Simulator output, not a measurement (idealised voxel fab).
Process module name: voxel fin reveal
Xsec cut, 180 nm wide, square cell size 5 nm.
In this document a cross-section is written as a grid of square cells. It is given as a series of bands, listed from the top down, and a band is one or more rows of cells.
Per band: top height and bottom height in nm, followed by the left-to-right materials and their widths in nm; "edge to edge" marks a single material spanning edge to edge, "empty" marks empty space.
Height is counted from the level 0, under which the received wafer is composed throughout of one material. The lowest of the bands is not closed at the bottom but continues downward, in the notation "0..down".
Think of "30->40" as a width that walks from the first number to the second as you go down the band, top row to bottom row, taking equal-sized steps from row to row.
A step reported as "no modification" is a step in which no cell of the cross-section changed.
Look at "Tabulated closed voids" for the closed voids: empty spaces with no open path to the top, sized 8 cells or up. Each is width x height at distance, distance from the left edge, all nm.
Whatever follows a step's settings on its line is a remark the simulator itself makes about that step.
The optional step-line setting "overlay nm" applies to steps with a mask and quantifies how far to the right of its planned location the mask lay, a negative value indicating leftward placement.
PLANNED STEP LIST FOR THE PROCESS
- 1: RECEIVE,material Si
- 2: CONFORMAL_DEP,material SiN,thk nm 10
- 3: DIRECTIONAL_DEP,material aC,thk nm 10
- 4: PATTERN,tone cover,mask id FINS,material resist,width nm 15,pitch nm 35,thk nm 30,overlay nm 0
- 5: DIRECTIONAL_ETCH,etch materials aC,depth nm 10
- 6: STRIP,etch materials resist
- 7: DIRECTIONAL_ETCH,etch materials SiN,depth nm 10
- 8: DIRECTIONAL_ETCH,etch materials Si,depth nm 40
- 9: STRIP,etch materials aC
- 10: FILL_DEP,material SiO2,thk nm 5
- 11: CMP,height nm 10
- 12: SELECTIVE_ETCH,etch materials SiO2,depth nm 25
- 13: STRIP,etch materials SiN
- 14: CONFORMAL_DEP,material SiO2,thk nm 5
FIRST OF TWO WAFERS, WITH THE RUN CARRIED OUT AS PLANNED
AS-RECEIVED STATE OF THE WAFER IN CROSS-SECTION, EQUIVALENT TO POST-STEP 1
> 0..down  Si edge to edge
> Tabulated closed voids: none
SO THIS IS THE WAFER CROSS-SECTION RIGHT AFTER STEP 2
> 10..0  SiN edge to edge
> Beneath the level 0, the cross-section is identical to its previous state.
SO THIS IS THE WAFER CROSS-SECTION RIGHT AFTER STEP 3
> 20..10  aC edge to edge
> Beneath the level 10, the cross-section is identical to its previous state.
SO THIS IS THE WAFER CROSS-SECTION RIGHT AFTER STEP 4
> 50..20  empty (45), resist (15), empty (20), resist (15), empty (20), resist (15), empty (50)
> Beneath the level 20, the cross-section is identical to its previous state.
SO THIS IS THE WAFER CROSS-SECTION RIGHT AFTER STEP 5
> 40..20  empty (45), resist (15), empty (20), resist (15), empty (20), resist (15), empty (50)
> 20..10  empty (45), aC (15), empty (20), aC (15), empty (20), aC (15), empty (50)
> Beneath the level 10, the cross-section is identical to its previous state.
SO THIS IS THE WAFER CROSS-SECTION RIGHT AFTER STEP 6
> 20..10  empty (45), aC (15), empty (20), aC (15), empty (20), aC (15), empty (50)
> Beneath the level 10, the cross-section is identical to its previous state.
SO THIS IS THE WAFER CROSS-SECTION RIGHT AFTER STEP 7
> 20..10  empty (45), aC (15), empty (20), aC (15), empty (20), aC (15), empty (50)
> 10..0  empty (45), SiN (15), empty (20), SiN (15), empty (20), SiN (15), empty (50)
> Beneath the level 0, the cross-section is identical to its previous state.
SO THIS IS THE WAFER CROSS-SECTION RIGHT AFTER STEP 8
> 20..10  empty (45), aC (15), empty (20), aC (15), empty (20), aC (15), empty (50)
> 10..0  empty (45), SiN (15), empty (20), SiN (15), empty (20), SiN (15), empty (50)
> 0..-40  empty (45), Si (15), empty (20), Si (15), empty (20), Si (15), empty (50)
> Beneath the level -40, the cross-section is identical to its previous state.
SO THIS IS THE WAFER CROSS-SECTION RIGHT AFTER STEP 9
> 10..0  empty (45), SiN (15), empty (20), SiN (15), empty (20), SiN (15), empty (50)
> Beneath the level 0, the cross-section is identical to its previous state.
SO THIS IS THE WAFER CROSS-SECTION RIGHT AFTER STEP 10
> 15..10  SiO2 edge to edge
> 10..0  SiO2 (45), SiN (15), SiO2 (20), SiN (15), SiO2 (20), SiN (15), SiO2 (50)
> 0..-40  SiO2 (45), Si (15), SiO2 (20), Si (15), SiO2 (20), Si (15), SiO2 (50)
> Beneath the level -40, the cross-section is identical to its previous state.
SO THIS IS THE WAFER CROSS-SECTION RIGHT AFTER STEP 11
> 10..0  SiO2 (45), SiN (15), SiO2 (20), SiN (15), SiO2 (20), SiN (15), SiO2 (50)
> Beneath the level 0, the cross-section is identical to its previous state.
SO THIS IS THE WAFER CROSS-SECTION RIGHT AFTER STEP 12
> 10..0  empty (45), SiN (15), empty (20), SiN (15), empty (20), SiN (15), empty (50)
> 0..-15  empty (45), Si (15), empty (20), Si (15), empty (20), Si (15), empty (50)
> Beneath the level -15, the cross-section is identical to its previous state.
SO THIS IS THE WAFER CROSS-SECTION RIGHT AFTER STEP 13
> 0..-15  empty (45), Si (15), empty (20), Si (15), empty (20), Si (15), empty (50)
> Beneath the level -15, the cross-section is identical to its previous state.
SO THIS IS THE WAFER CROSS-SECTION RIGHT AFTER STEP 14
> 5..0  empty (40), SiO2 (25), empty (10), SiO2 (25), empty (10), SiO2 (25), empty (45)
> 0..-10  empty (40), SiO2 (5), Si (15), SiO2 (5), empty (10), SiO2 (5), Si (15), SiO2 (5), empty (10), SiO2 (5), Si (15), SiO2 (5), empty (45)
> -10..-40  SiO2 (45), Si (15), SiO2 (20), Si (15), SiO2 (20), Si (15), SiO2 (50)
> Beneath the level -40, the cross-section is identical to its previous state.
HERE THE SECOND WAFER IS DESCRIBED. ITS START AND ITS PLAN WERE THOSE OF THE FIRST WAFER. ITS RUN CONTAINED ONE MISTAKE. UP TO AND INCLUDING STEP 11, IT DID EXACTLY WHAT THE FIRST WAFER DID
X-SECTION, SECOND WAFER, WHEN STEP 12 WAS DUE TO FINISH
> 10..0  empty (45), SiN (15), empty (20), SiN (15), empty (20), SiN (15), empty (50)
> 0..-5  empty (45), Si (15), empty (20), Si (15), empty (20), Si (15), empty (50)
> Beneath the level -5, the cross-section is identical to its previous state.
X-SECTION, SECOND WAFER, WHEN STEP 13 WAS DUE TO FINISH
> 0..-5  empty (45), Si (15), empty (20), Si (15), empty (20), Si (15), empty (50)
> Beneath the level -5, the cross-section is identical to its previous state.
X-SECTION, SECOND WAFER, WHEN STEP 14 WAS DUE TO FINISH
> 5..0  empty (40), SiO2 (25), empty (10), SiO2 (25), empty (10), SiO2 (25), empty (45)
> 0..-40  SiO2 (45), Si (15), SiO2 (20), Si (15), SiO2 (20), Si (15), SiO2 (50)
> Beneath the level -40, the cross-section is identical to its previous state.
Against the plan, the run slipped here: step 12 did not use the planned setting and instead ran as SELECTIVE_ETCH,etch materials SiO2,depth nm 15
Count the cells at the end and the second wafer has more or fewer of some materials than the first: SiO2: 42 more
